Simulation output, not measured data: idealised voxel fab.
The document below concerns the process module designated voxel gate over fins.
The figure presents cross-section cut, which has a width of 165 nm and is divided into square cells with an edge length of 5 nm.
If you're reading a cross-section in this doc, picture square cells in a grid; it comes to you as bands, top ones listed first down to the bottom, and a band can be one or more rows of cells. The band entry comprises the height of the band's top followed by the height of its bottom, expressed in nm, and subsequently the band's materials from left to right, each stated together with its width in nm. Where a single material is marked with the word "everywhere", that material fills the band from edge to edge. The word "blank" represents empty space. Heights from 0 (as-received wafer is one material below). Bottom band endless downward, as "z 0 and below". The two numbers in a width such as "30->40" mark its ends across the band: the first belongs to the top row of cells, the second to the bottom row, and from each row to the next the width moves by the same amount. When a step is marked "nothing different", none of the cells in the cross-section changed during that step. Closed-off voids of 8+ cells (no open route to the top) go in "Closed empty spaces", written width x height at distance from the left edge, in nm. On a step's line, text after the settings is the simulator commenting on that step. overlay nm: mask offset rightward from planned place, masked step; negative means leftward offset.
STEPS IN THE PROCESS PLAN
- 1: RECEIVE,material Si
- 2: CONFORMAL_DEP,material SiN,thk nm 5
- 3: DIRECTIONAL_DEP,material aC,thk nm 15
- 4: PATTERN,tone cover,mask id FINS,material resist,width nm 15,pitch nm 40,thk nm 35,overlay nm 0
- 5: DIRECTIONAL_ETCH,etch materials aC,depth nm 15
- 6: STRIP,etch materials resist
- 7: DIRECTIONAL_ETCH,etch materials SiN,depth nm 5
- 8: DIRECTIONAL_ETCH,etch materials Si,depth nm 35
- 9: STRIP,etch materials aC
- 10: FILL_DEP,material SiO2,thk nm 5
- 11: CMP,height nm 5
- 12: SELECTIVE_ETCH,etch materials SiO2,depth nm 15
- 13: STRIP,etch materials SiN
- 14: CONFORMAL_DEP,material HfO2,thk nm 5
- 15: CONFORMAL_DEP,material TiN,thk nm 5
- 16: FILL_DEP,material W,thk nm 15
- 17: CMP,height nm 20
- 18: CONFORMAL_DEP,material SiN,thk nm 10
THE FIRST WAFER OF TWO, PROCESSED AS PLANNED
CROSS-SECTION: WAFER ON ARRIVAL = AFTER STEP 1
- z 0 and below = Si everywhere
- Closed empty spaces: none
CROSS-SECTION THROUGH THE WAFER, STEP 2 FINISHED
- z 5 to 0 = SiN everywhere
- Under the height 0 nothing was changed.
CROSS-SECTION THROUGH THE WAFER, STEP 3 FINISHED
- z 20 to 5 = aC everywhere
- Under the height 5 nothing was changed.
CROSS-SECTION THROUGH THE WAFER, STEP 4 FINISHED
- z 55 to 20 = 15 of blank / 15 of resist / 25 of blank / 15 of resist / 25 of blank / 15 of resist / 25 of blank / 15 of resist / 15 of blank
- Under the height 20 nothing was changed.
CROSS-SECTION THROUGH THE WAFER, STEP 5 FINISHED
- z 40 to 20 = 15 of blank / 15 of resist / 25 of blank / 15 of resist / 25 of blank / 15 of resist / 25 of blank / 15 of resist / 15 of blank
- z 20 to 5 = 15 of blank / 15 of aC / 25 of blank / 15 of aC / 25 of blank / 15 of aC / 25 of blank / 15 of aC / 15 of blank
- Under the height 5 nothing was changed.
CROSS-SECTION THROUGH THE WAFER, STEP 6 FINISHED
- z 20 to 5 = 15 of blank / 15 of aC / 25 of blank / 15 of aC / 25 of blank / 15 of aC / 25 of blank / 15 of aC / 15 of blank
- Under the height 5 nothing was changed.
CROSS-SECTION THROUGH THE WAFER, STEP 7 FINISHED
- z 20 to 5 = 15 of blank / 15 of aC / 25 of blank / 15 of aC / 25 of blank / 15 of aC / 25 of blank / 15 of aC / 15 of blank
- z 5 to 0 = 15 of blank / 15 of SiN / 25 of blank / 15 of SiN / 25 of blank / 15 of SiN / 25 of blank / 15 of SiN / 15 of blank
- Under the height 0 nothing was changed.
CROSS-SECTION THROUGH THE WAFER, STEP 8 FINISHED
- z 20 to 5 = 15 of blank / 15 of aC / 25 of blank / 15 of aC / 25 of blank / 15 of aC / 25 of blank / 15 of aC / 15 of blank
- z 5 to 0 = 15 of blank / 15 of SiN / 25 of blank / 15 of SiN / 25 of blank / 15 of SiN / 25 of blank / 15 of SiN / 15 of blank
- z 0 to -35 = 15 of blank / 15 of Si / 25 of blank / 15 of Si / 25 of blank / 15 of Si / 25 of blank / 15 of Si / 15 of blank
- Under the height -35 nothing was changed.
CROSS-SECTION THROUGH THE WAFER, STEP 9 FINISHED
- z 5 to 0 = 15 of blank / 15 of SiN / 25 of blank / 15 of SiN / 25 of blank / 15 of SiN / 25 of blank / 15 of SiN / 15 of blank
- Under the height 0 nothing was changed.
CROSS-SECTION THROUGH THE WAFER, STEP 10 FINISHED
- z 10 to 5 = SiO2 everywhere
- z 5 to 0 = 15 of SiO2 / 15 of SiN / 25 of SiO2 / 15 of SiN / 25 of SiO2 / 15 of SiN / 25 of SiO2 / 15 of SiN / 15 of SiO2
- z 0 to -35 = 15 of SiO2 / 15 of Si / 25 of SiO2 / 15 of Si / 25 of SiO2 / 15 of Si / 25 of SiO2 / 15 of Si / 15 of SiO2
- Under the height -35 nothing was changed.
CROSS-SECTION THROUGH THE WAFER, STEP 11 FINISHED
- z 5 to 0 = 15 of SiO2 / 15 of SiN / 25 of SiO2 / 15 of SiN / 25 of SiO2 / 15 of SiN / 25 of SiO2 / 15 of SiN / 15 of SiO2
- Under the height 0 nothing was changed.
CROSS-SECTION THROUGH THE WAFER, STEP 12 FINISHED
- z 5 to 0 = 15 of blank / 15 of SiN / 25 of blank / 15 of SiN / 25 of blank / 15 of SiN / 25 of blank / 15 of SiN / 15 of blank
- z 0 to -10 = 15 of blank / 15 of Si / 25 of blank / 15 of Si / 25 of blank / 15 of Si / 25 of blank / 15 of Si / 15 of blank
- Under the height -10 nothing was changed.
CROSS-SECTION THROUGH THE WAFER, STEP 13 FINISHED
- z 0 to -10 = 15 of blank / 15 of Si / 25 of blank / 15 of Si / 25 of blank / 15 of Si / 25 of blank / 15 of Si / 15 of blank
- Under the height -10 nothing was changed.
CROSS-SECTION THROUGH THE WAFER, STEP 14 FINISHED
- z 5 to 0 = 10 of blank / 25 of HfO2 / 15 of blank / 25 of HfO2 / 15 of blank / 25 of HfO2 / 15 of blank / 25 of HfO2 / 10 of blank
- z 0 to -5 = 10 of blank / 5 of HfO2 / 15 of Si / 5 of HfO2 / 15 of blank / 5 of HfO2 / 15 of Si / 5 of HfO2 / 15 of blank / 5 of HfO2 / 15 of Si / 5 of HfO2 / 15 of blank / 5 of HfO2 / 15 of Si / 5 of HfO2 / 10 of blank
- z -5 to -10 = 15 of HfO2 / 15 of Si / 25 of HfO2 / 15 of Si / 25 of HfO2 / 15 of Si / 25 of HfO2 / 15 of Si / 15 of HfO2
- Under the height -10 nothing was changed.
CROSS-SECTION THROUGH THE WAFER, STEP 15 FINISHED
- z 10 to 5 = 5 of blank / 35 of TiN / 5 of blank / 35 of TiN / 5 of blank / 35 of TiN / 5 of blank / 35 of TiN / 5 of blank
- z 5 to 0 = 5 of blank / 5 of TiN / 25 of HfO2 / 5 of TiN / 5 of blank / 5 of TiN / 25 of HfO2 / 5 of TiN / 5 of blank / 5 of TiN / 25 of HfO2 / 5 of TiN / 5 of blank / 5 of TiN / 25 of HfO2 / 5 of TiN / 5 of blank
- z 0 to -5 = 10 of TiN / 5 of HfO2 / 15 of Si / 5 of HfO2 / 15 of TiN / 5 of HfO2 / 15 of Si / 5 of HfO2 / 15 of TiN / 5 of HfO2 / 15 of Si / 5 of HfO2 / 15 of TiN / 5 of HfO2 / 15 of Si / 5 of HfO2 / 10 of TiN
- Under the height -5 nothing was changed.
CROSS-SECTION THROUGH THE WAFER, STEP 16 FINISHED
- z 25 to 10 = W everywhere
- z 10 to 5 = 5 of W / 35 of TiN / 5 of W / 35 of TiN / 5 of W / 35 of TiN / 5 of W / 35 of TiN / 5 of W
- z 5 to 0 = 5 of W / 5 of TiN / 25 of HfO2 / 5 of TiN / 5 of W / 5 of TiN / 25 of HfO2 / 5 of TiN / 5 of W / 5 of TiN / 25 of HfO2 / 5 of TiN / 5 of W / 5 of TiN / 25 of HfO2 / 5 of TiN / 5 of W
- Under the height 0 nothing was changed.
CROSS-SECTION THROUGH THE WAFER, STEP 17 FINISHED
- z 20 to 10 = W everywhere
- Under the height 10 nothing was changed.
CROSS-SECTION THROUGH THE WAFER, STEP 18 FINISHED
- z 30 to 20 = SiN everywhere
- Under the height 20 nothing was changed.
WAFER TWO. SAME START, SAME PLAN, ONE SLIP IN EXECUTION. SAME AS WAFER ONE THROUGH STEP 7, INCLUSIVE
SECOND WAFER, CUT VIEW, END OF STEP 8 PER PLAN
- z 20 to 5 = 15 of blank / 15 of aC / 25 of blank / 15 of aC / 25 of blank / 15 of aC / 25 of blank / 15 of aC / 15 of blank
- z 5 to 0 = 15 of blank / 15 of SiN / 25 of blank / 15 of SiN / 25 of blank / 15 of SiN / 25 of blank / 15 of SiN / 15 of blank
- z 0 to -40 = 15 of blank / 15 of Si / 25 of blank / 15 of Si / 25 of blank / 15 of Si / 25 of blank / 15 of Si / 15 of blank
- Under the height -40 nothing was changed.
SECOND WAFER, CUT VIEW, END OF STEP 9 PER PLAN
- z 5 to 0 = 15 of blank / 15 of SiN / 25 of blank / 15 of SiN / 25 of blank / 15 of SiN / 25 of blank / 15 of SiN / 15 of blank
- Under the height 0 nothing was changed.
SECOND WAFER, CUT VIEW, END OF STEP 10 PER PLAN
- z 10 to 5 = SiO2 everywhere
- z 5 to 0 = 15 of SiO2 / 15 of SiN / 25 of SiO2 / 15 of SiN / 25 of SiO2 / 15 of SiN / 25 of SiO2 / 15 of SiN / 15 of SiO2
- z 0 to -40 = 15 of SiO2 / 15 of Si / 25 of SiO2 / 15 of Si / 25 of SiO2 / 15 of Si / 25 of SiO2 / 15 of Si / 15 of SiO2
- Under the height -40 nothing was changed.
SECOND WAFER, CUT VIEW, END OF STEP 11 PER PLAN
- z 5 to 0 = 15 of SiO2 / 15 of SiN / 25 of SiO2 / 15 of SiN / 25 of SiO2 / 15 of SiN / 25 of SiO2 / 15 of SiN / 15 of SiO2
- Under the height 0 nothing was changed.
SECOND WAFER, CUT VIEW, END OF STEP 12 PER PLAN
- z 5 to 0 = 15 of blank / 15 of SiN / 25 of blank / 15 of SiN / 25 of blank / 15 of SiN / 25 of blank / 15 of SiN / 15 of blank
- z 0 to -10 = 15 of blank / 15 of Si / 25 of blank / 15 of Si / 25 of blank / 15 of Si / 25 of blank / 15 of Si / 15 of blank
- Under the height -10 nothing was changed.
SECOND WAFER, CUT VIEW, END OF STEP 13 PER PLAN
- z 0 to -10 = 15 of blank / 15 of Si / 25 of blank / 15 of Si / 25 of blank / 15 of Si / 25 of blank / 15 of Si / 15 of blank
- Under the height -10 nothing was changed.
SECOND WAFER, CUT VIEW, END OF STEP 14 PER PLAN
- z 5 to 0 = 10 of blank / 25 of HfO2 / 15 of blank / 25 of HfO2 / 15 of blank / 25 of HfO2 / 15 of blank / 25 of HfO2 / 10 of blank
- z 0 to -5 = 10 of blank / 5 of HfO2 / 15 of Si / 5 of HfO2 / 15 of blank / 5 of HfO2 / 15 of Si / 5 of HfO2 / 15 of blank / 5 of HfO2 / 15 of Si / 5 of HfO2 / 15 of blank / 5 of HfO2 / 15 of Si / 5 of HfO2 / 10 of blank
- z -5 to -10 = 15 of HfO2 / 15 of Si / 25 of HfO2 / 15 of Si / 25 of HfO2 / 15 of Si / 25 of HfO2 / 15 of Si / 15 of HfO2
- Under the height -10 nothing was changed.
SECOND WAFER, CUT VIEW, END OF STEP 15 PER PLAN
- z 10 to 5 = 5 of blank / 35 of TiN / 5 of blank / 35 of TiN / 5 of blank / 35 of TiN / 5 of blank / 35 of TiN / 5 of blank
- z 5 to 0 = 5 of blank / 5 of TiN / 25 of HfO2 / 5 of TiN / 5 of blank / 5 of TiN / 25 of HfO2 / 5 of TiN / 5 of blank / 5 of TiN / 25 of HfO2 / 5 of TiN / 5 of blank / 5 of TiN / 25 of HfO2 / 5 of TiN / 5 of blank
- z 0 to -5 = 10 of TiN / 5 of HfO2 / 15 of Si / 5 of HfO2 / 15 of TiN / 5 of HfO2 / 15 of Si / 5 of HfO2 / 15 of TiN / 5 of HfO2 / 15 of Si / 5 of HfO2 / 15 of TiN / 5 of HfO2 / 15 of Si / 5 of HfO2 / 10 of TiN
- Under the height -5 nothing was changed.
SECOND WAFER, CUT VIEW, END OF STEP 16 PER PLAN
- z 25 to 10 = W everywhere
- z 10 to 5 = 5 of W / 35 of TiN / 5 of W / 35 of TiN / 5 of W / 35 of TiN / 5 of W / 35 of TiN / 5 of W
- z 5 to 0 = 5 of W / 5 of TiN / 25 of HfO2 / 5 of TiN / 5 of W / 5 of TiN / 25 of HfO2 / 5 of TiN / 5 of W / 5 of TiN / 25 of HfO2 / 5 of TiN / 5 of W / 5 of TiN / 25 of HfO2 / 5 of TiN / 5 of W
- Under the height 0 nothing was changed.
SECOND WAFER, CUT VIEW, END OF STEP 17 PER PLAN
- z 20 to 10 = W everywhere
- Under the height 10 nothing was changed.
SECOND WAFER, CUT VIEW, END OF STEP 18 PER PLAN
- z 30 to 20 = SiN everywhere
- Under the height 20 nothing was changed.
It is concluded that the wafer was processed incorrectly with respect to the plan, in that heads up, step 8 didn't go per plan, it actually ran as DIRECTIONAL_ETCH,etch materials Si,depth nm 40
Final wafer comparison in cells, second versus first, more or fewer per material: 21 fewer of Si | 21 more of SiO2
